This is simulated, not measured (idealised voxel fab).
process module | voxel wiring stack
cross-section cut | 300 nm wide | cells 5 nm
A cross-section is a grid of square cells, given in bands from the top down. A band is one or more rows of cells.
Each band's line starts with the height of the band's top and of its bottom, in nm. Then come its materials from left to right, each with its width in nm. One material with "throughout" fills the band from edge to edge. "air" is empty space.
Height 0 is the level under which the wafer as received is all one material. The lowest band goes on downwards, as in "0 down".
A width such as "30 to 40" changes by the same amount from each row of cells to the next, from the band's top row to its bottom row.
"no change" after a step means that no cell of the cross-section changed.
closed voids: empty space of 8 cells or more with no open way to the top, each as width x height at its distance from the left edge, in nm
after a step's settings: what the simulator itself notes on the step
overlay nm, on a step with a mask: how far to the right of its planned place the mask lay; to the left if negative
plan
1 op RECEIVE | material Si
2 op CONFORMAL_DEP | material SiO2 | thk nm 10
3 op DIRECTIONAL_DEP | material TiN | thk nm 5
4 op DIRECTIONAL_DEP | material W | thk nm 15
5 op PATTERN | tone cover | mask id METAL_1 | material resist | width nm 30 | pitch nm 50 | thk nm 20 | overlay nm 0
6 op DIRECTIONAL_ETCH | etch materials W | depth nm 15
7 op DIRECTIONAL_ETCH | etch materials TiN | depth nm 5
8 op STRIP | etch materials resist
9 op FILL_DEP | material lowk | thk nm 10
10 op CMP | height nm 30
11 op CONFORMAL_DEP | material SiCN | thk nm 5
12 op DIRECTIONAL_DEP | material lowk | thk nm 10
13 op PATTERN | tone open | mask id PLUG_1 | material resist | width nm 15 | pitch nm 50 | thk nm 20 | overlay nm 0
14 op DIRECTIONAL_ETCH | etch materials lowk | depth nm 10
15 op DIRECTIONAL_ETCH | etch materials SiCN | depth nm 5
16 op STRIP | etch materials resist
17 op EPI | material Ru | thk nm 10
18 op EPI | material Ru | thk nm 5
19 op CONFORMAL_DEP | material SiCN | thk nm 5
20 op DIRECTIONAL_DEP | material SiO2 | thk nm 15
21 op DIRECTIONAL_DEP | material aC | thk nm 10
22 op PATTERN | tone open | mask id METAL_2 | material resist | width nm 30 | pitch nm 50 | thk nm 30 | overlay nm 0
23 op DIRECTIONAL_ETCH | etch materials aC | depth nm 10
24 op STRIP | etch materials resist
25 op DIRECTIONAL_ETCH | etch materials SiO2 | depth nm 15
26 op DIRECTIONAL_ETCH | etch materials SiCN | depth nm 5
27 op STRIP | etch materials aC
28 op CONFORMAL_DEP | material TiN | thk nm 5
29 op FILL_DEP | material Ru | thk nm 10
30 op CMP | height nm 65
31 op EPI | material Ru | thk nm 5
32 op FILL_DEP | material SiCN | thk nm 5
as received, after step 1
  0 down: Si throughout
  closed voids: none
a wafer at the end: this start, this plan, one mistake
  75 to 70: SiCN throughout
  70 to 65: SiCN 80 | Ru 40 | SiCN 10 | Ru 40 | SiCN 10 | Ru 40 | SiCN 80
  65 to 55: SiO2 85 | TiN 5 | Ru 20 | TiN 5 | SiO2 20 | TiN 5 | Ru 20 | TiN 5 | SiO2 20 | TiN 5 | Ru 20 | TiN 5 | SiO2 85
  55 to 50: SiO2 75 | SiCN 10 | TiN 30 | SiO2 10 | SiCN 10 | TiN 30 | SiO2 10 | SiCN 10 | TiN 30 | SiO2 85
  50 to 45: SiCN 80 | Ru 25 | SiCN 5 | TiN 5 | SiCN 15 | Ru 25 | SiCN 5 | TiN 5 | SiCN 15 | Ru 25 | SiCN 5 | TiN 5 | SiCN 85
  45 to 35: lowk 85 | Ru 15 | lowk 35 | Ru 15 | lowk 35 | Ru 15 | lowk 100
  35 to 30: W throughout
  30 to 15: lowk 85 | W 30 | lowk 20 | W 30 | lowk 20 | W 30 | lowk 85
  15 to 10: lowk 85 | TiN 30 | lowk 20 | TiN 30 | lowk 20 | TiN 30 | lowk 85
  10 to 0: SiO2 throughout
  0 down: Si throughout
  closed voids: none
what went wrong: step 11 ran as: op CONFORMAL_DEP | material W | thk nm 5
